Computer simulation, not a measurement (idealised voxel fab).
The document below concerns the process module designated voxel ribs on slabs.
Xsec cut, 240 nm wide, square cell size 5 nm.
Reading order for cross-sections: top band down to bottom band. Underlying form: a grid of square cells. Band size: one or more rows of cells.
Each band's line starts with the height of the band's top and of its bottom, in nm. Then come its materials from left to right, each with its width in nm. One material with "all across" fills the band from edge to edge. "blank" is empty space.
Heights are measured from 0, the level below which the as-received wafer is all one material; the lowest band has no bottom and continues downward, written as in "0 nm and below".
It should be noted that a width expressed as "30->40" varies in equal increments from row to row of cells within the band, taking the value of the first number at the top row and that of the second number at the bottom row.
What does "no modification" mean for a step? It means no cell of the cross-section changed in that step.
What "Sealed void listing" gives you is every empty space of 8 cells or more that is cut off from the top. Each appears as width x height at distance, with the distance taken from the left edge and width, height and distance all in nm.
Past the settings on a step's line: simulator remark, on that step.
Each step line may optionally specify "overlay nm", which for a step with a mask gives the rightward distance between the mask's planned place and where it lay, a negative value indicating the leftward direction.
[Set out below are the planned steps of the process]
1: RECEIVE,material Si
2: DIRECTIONAL_DEP,material SiO2,thk nm 30
3: DIRECTIONAL_DEP,material SiN,thk nm 25
4: DIRECTIONAL_DEP,material aC,thk nm 10
5: PATTERN,tone cover,mask id RIB,material resist,width nm 25,thk nm 25,overlay nm 0
6: DIRECTIONAL_ETCH,etch materials aC,depth nm 10
7: STRIP,etch materials resist
8: DIRECTIONAL_ETCH,etch materials SiN,depth nm 10
9: STRIP,etch materials aC
10: PATTERN,tone cover,mask id SLAB,material resist,width nm 85,thk nm 20,overlay nm 0
11: DIRECTIONAL_ETCH,etch materials SiN,depth nm 15
12: STRIP,etch materials resist
13: FILL_DEP,material SiO2,thk nm 30
14: CMP,height nm 75
15: DIRECTIONAL_DEP,material W,thk nm 10
16: DIRECTIONAL_DEP,material aC,thk nm 15
17: PATTERN,tone cover,mask id HEATER,material resist,width nm 35,thk nm 35,overlay nm 0
18: DIRECTIONAL_ETCH,etch materials aC,depth nm 15
19: STRIP,etch materials resist
20: DIRECTIONAL_ETCH,etch materials W,depth nm 10
21: STRIP,etch materials aC
22: CONFORMAL_DEP,material SiN,thk nm 10
[Of two wafers, the first: run according to plan]
[Cross-section of the incoming wafer, state after step 1]
> 0 nm and below  Si all across
> Sealed void listing: none
[The wafer in cross-section once step 2 is complete]
> 30 nm to 0 nm  SiO2 all across
> Below a height of 0, the structure has not been altered.
[The wafer in cross-section once step 3 is complete]
> 55 nm to 30 nm  SiN all across
> Below a height of 30, the structure has not been altered.
[The wafer in cross-section once step 4 is complete]
> 65 nm to 55 nm  aC all across
> Below a height of 55, the structure has not been altered.
[The wafer in cross-section once step 5 is complete]
> 90 nm to 65 nm  105 of blank, then 25 of resist, then 110 of blank
> Below a height of 65, the structure has not been altered.
[The wafer in cross-section once step 6 is complete]
> 80 nm to 65 nm  105 of blank, then 25 of resist, then 110 of blank
> 65 nm to 55 nm  105 of blank, then 25 of aC, then 110 of blank
> Below a height of 55, the structure has not been altered.
[The wafer in cross-section once step 7 is complete]
> 65 nm to 55 nm  105 of blank, then 25 of aC, then 110 of blank
> Below a height of 55, the structure has not been altered.
[The wafer in cross-section once step 8 is complete]
> 65 nm to 55 nm  105 of blank, then 25 of aC, then 110 of blank
> 55 nm to 45 nm  105 of blank, then 25 of SiN, then 110 of blank
> Below a height of 45, the structure has not been altered.
[The wafer in cross-section once step 9 is complete]
> 55 nm to 45 nm  105 of blank, then 25 of SiN, then 110 of blank
> Below a height of 45, the structure has not been altered.
[The wafer in cross-section once step 10 is complete]
> 75 nm to 55 nm  75 of blank, then 85 of resist, then 80 of blank
> 55 nm to 45 nm  75 of blank, then 30 of resist, then 25 of SiN, then 30 of resist, then 80 of blank
> Below a height of 45, the structure has not been altered.
[The wafer in cross-section once step 11 is complete]
> 75 nm to 55 nm  75 of blank, then 85 of resist, then 80 of blank
> 55 nm to 45 nm  75 of blank, then 30 of resist, then 25 of SiN, then 30 of resist, then 80 of blank
> 45 nm to 30 nm  75 of blank, then 85 of SiN, then 80 of blank
> Below a height of 30, the structure has not been altered.
[The wafer in cross-section once step 12 is complete]
> 55 nm to 45 nm  105 of blank, then 25 of SiN, then 110 of blank
> Below a height of 45, the structure has not been altered.
[The wafer in cross-section once step 13 is complete]
> 85 nm to 55 nm  SiO2 all across
> 55 nm to 45 nm  105 of SiO2, then 25 of SiN, then 110 of SiO2
> 45 nm to 30 nm  75 of SiO2, then 85 of SiN, then 80 of SiO2
> Below a height of 30, the structure has not been altered.
[The wafer in cross-section once step 14 is complete]
> 75 nm to 55 nm  SiO2 all across
> Below a height of 55, the structure has not been altered.
[The wafer in cross-section once step 15 is complete]
> 85 nm to 75 nm  W all across
> Below a height of 75, the structure has not been altered.
[The wafer in cross-section once step 16 is complete]
> 100 nm to 85 nm  aC all across
> Below a height of 85, the structure has not been altered.
[The wafer in cross-section once step 17 is complete]
> 135 nm to 100 nm  100 of blank, then 35 of resist, then 105 of blank
> Below a height of 100, the structure has not been altered.
[The wafer in cross-section once step 18 is complete]
> 120 nm to 100 nm  100 of blank, then 35 of resist, then 105 of blank
> 100 nm to 85 nm  100 of blank, then 35 of aC, then 105 of blank
> Below a height of 85, the structure has not been altered.
[The wafer in cross-section once step 19 is complete]
> 100 nm to 85 nm  100 of blank, then 35 of aC, then 105 of blank
> Below a height of 85, the structure has not been altered.
[The wafer in cross-section once step 20 is complete]
> 100 nm to 85 nm  100 of blank, then 35 of aC, then 105 of blank
> 85 nm to 75 nm  100 of blank, then 35 of W, then 105 of blank
> Below a height of 75, the structure has not been altered.
[The wafer in cross-section once step 21 is complete]
> 85 nm to 75 nm  100 of blank, then 35 of W, then 105 of blank
> Below a height of 75, the structure has not been altered.
[The wafer in cross-section once step 22 is complete]
> 95 nm to 85 nm  90 of blank, then 55 of SiN, then 95 of blank
> 85 nm to 75 nm  100 of SiN, then 35 of W, then 105 of SiN
> Below a height of 75, the structure has not been altered.
[Second of two: same start, same plan, one run error; steps up to and including 9 match the first]
[Cross-section of the second wafer when, according to plan, step 10 should have finished]
> 75 nm to 55 nm  85 of blank, then 85 of resist, then 70 of blank
> 55 nm to 45 nm  85 of blank, then 20 of resist, then 25 of SiN, then 40 of resist, then 70 of blank
> Below a height of 45, the structure has not been altered.
[Cross-section of the second wafer when, according to plan, step 11 should have finished]
> 75 nm to 55 nm  85 of blank, then 85 of resist, then 70 of blank
> 55 nm to 45 nm  85 of blank, then 20 of resist, then 25 of SiN, then 40 of resist, then 70 of blank
> 45 nm to 30 nm  85 of blank, then 85 of SiN, then 70 of blank
> Below a height of 30, the structure has not been altered.
[Cross-section of the second wafer when, according to plan, step 12 should have finished]
> 55 nm to 45 nm  105 of blank, then 25 of SiN, then 110 of blank
> Below a height of 45, the structure has not been altered.
[Cross-section of the second wafer when, according to plan, step 13 should have finished]
> 85 nm to 55 nm  SiO2 all across
> 55 nm to 45 nm  105 of SiO2, then 25 of SiN, then 110 of SiO2
> 45 nm to 30 nm  85 of SiO2, then 85 of SiN, then 70 of SiO2
> Below a height of 30, the structure has not been altered.
[Cross-section of the second wafer when, according to plan, step 14 should have finished]
> 75 nm to 55 nm  SiO2 all across
> Below a height of 55, the structure has not been altered.
[Cross-section of the second wafer when, according to plan, step 15 should have finished]
> 85 nm to 75 nm  W all across
> Below a height of 75, the structure has not been altered.
[Cross-section of the second wafer when, according to plan, step 16 should have finished]
> 100 nm to 85 nm  aC all across
> Below a height of 85, the structure has not been altered.
[Cross-section of the second wafer when, according to plan, step 17 should have finished]
> 135 nm to 100 nm  100 of blank, then 35 of resist, then 105 of blank
> Below a height of 100, the structure has not been altered.
[Cross-section of the second wafer when, according to plan, step 18 should have finished]
> 120 nm to 100 nm  100 of blank, then 35 of resist, then 105 of blank
> 100 nm to 85 nm  100 of blank, then 35 of aC, then 105 of blank
> Below a height of 85, the structure has not been altered.
[Cross-section of the second wafer when, according to plan, step 19 should have finished]
> 100 nm to 85 nm  100 of blank, then 35 of aC, then 105 of blank
> Below a height of 85, the structure has not been altered.
[Cross-section of the second wafer when, according to plan, step 20 should have finished]
> 100 nm to 85 nm  100 of blank, then 35 of aC, then 105 of blank
> 85 nm to 75 nm  100 of blank, then 35 of W, then 105 of blank
> Below a height of 75, the structure has not been altered.
[Cross-section of the second wafer when, according to plan, step 21 should have finished]
> 85 nm to 75 nm  100 of blank, then 35 of W, then 105 of blank
> Below a height of 75, the structure has not been altered.
[Cross-section of the second wafer when, according to plan, step 22 should have finished]
> 95 nm to 85 nm  90 of blank, then 55 of SiN, then 95 of blank
> 85 nm to 75 nm  100 of SiN, then 35 of W, then 105 of SiN
> Below a height of 75, the structure has not been altered.
Run error: not per plan at step 10, really ran PATTERN,tone cover,mask id SLAB,material resist,width nm 85,thk nm 20,overlay nm 10
So at the finish, the second wafer's got exactly as many cells of each material as the first, just not in the same spots.
